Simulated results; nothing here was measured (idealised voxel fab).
process module | voxel ribs on slabs
cross-section cut | 215 nm wide | cells 5 nm
A cross-section is a grid of square cells, given in bands from the top down. A band is one or more rows of cells.
Each band's line starts with the height of the band's top and of its bottom, in nm. Then come its materials from left to right, each with its width in nm. One material with "throughout" fills the band from edge to edge. "air" is empty space.
Height 0 is the level under which the wafer as received is all one material. The lowest band goes on downwards, as in "0 down".
A width such as "30 to 40" changes by the same amount from each row of cells to the next, from the band's top row to its bottom row.
"no change" after a step means that no cell of the cross-section changed.
closed voids: empty space of 8 cells or more with no open way to the top, each as width x height at its distance from the left edge, in nm
after a step's settings: what the simulator itself notes on the step
overlay nm, on a step with a mask: how far to the right of its planned place the mask lay; to the left if negative
plan
1 op RECEIVE | material Si
2 op DIRECTIONAL_DEP | material SiO2 | thk nm 25
3 op DIRECTIONAL_DEP | material SiN | thk nm 15
4 op PATTERN | tone cover | mask id RIB | material resist | width nm 25 | thk nm 15 | overlay nm 0
5 op DIRECTIONAL_ETCH | etch materials SiN | depth nm 5
6 op STRIP | etch materials resist
7 op PATTERN | tone cover | mask id SLAB | material resist | width nm 55 | thk nm 15 | overlay nm 0
8 op DIRECTIONAL_ETCH | etch materials SiN | depth nm 10
9 op STRIP | etch materials resist
10 op FILL_DEP | material SiO2 | thk nm 25
11 op CMP | height nm 60
12 op DIRECTIONAL_DEP | material TiN | thk nm 10
13 op DIRECTIONAL_DEP | material aC | thk nm 15
14 op PATTERN | tone cover | mask id HEATER | material resist | width nm 35 | thk nm 35 | overlay nm 0
15 op DIRECTIONAL_ETCH | etch materials aC | depth nm 15
16 op STRIP | etch materials resist
17 op DIRECTIONAL_ETCH | etch materials TiN | depth nm 10
18 op STRIP | etch materials aC
19 op CONFORMAL_DEP | material SiO2 | thk nm 10
as received, after step 1
  0 down: Si throughout
  closed voids: none
first wafer at the end, as planned
  80 to 70: air 80 | SiO2 55 | air 80
  70 to 60: SiO2 90 | TiN 35 | SiO2 90
  60 to 40: SiO2 throughout
  40 to 35: SiO2 95 | SiN 25 | SiO2 95
  35 to 25: SiO2 80 | SiN 55 | SiO2 80
  25 to 0: SiO2 throughout
  0 down: Si throughout
  closed voids: none
second wafer at the end: like start, like plan, one mistake
  80 to 70: air 80 | SiO2 55 | air 80
  70 to 60: SiO2 90 | TiN 35 | SiO2 90
  60 to 40: SiO2 throughout
  40 to 35: SiO2 80 | SiN 15 | SiO2 25 | SiN 15 | SiO2 80
  35 to 30: SiO2 80 | SiN 55 | SiO2 80
  30 to 25: SiN throughout
  25 to 0: SiO2 throughout
  0 down: Si throughout
  closed voids: none
what went wrong: step 4 ran as: op PATTERN | tone open | mask id RIB | material resist | width nm 25 | thk nm 15 | overlay nm 0
at the end the second wafer has, in cells: 33 more of SiN | 33 fewer of SiO2
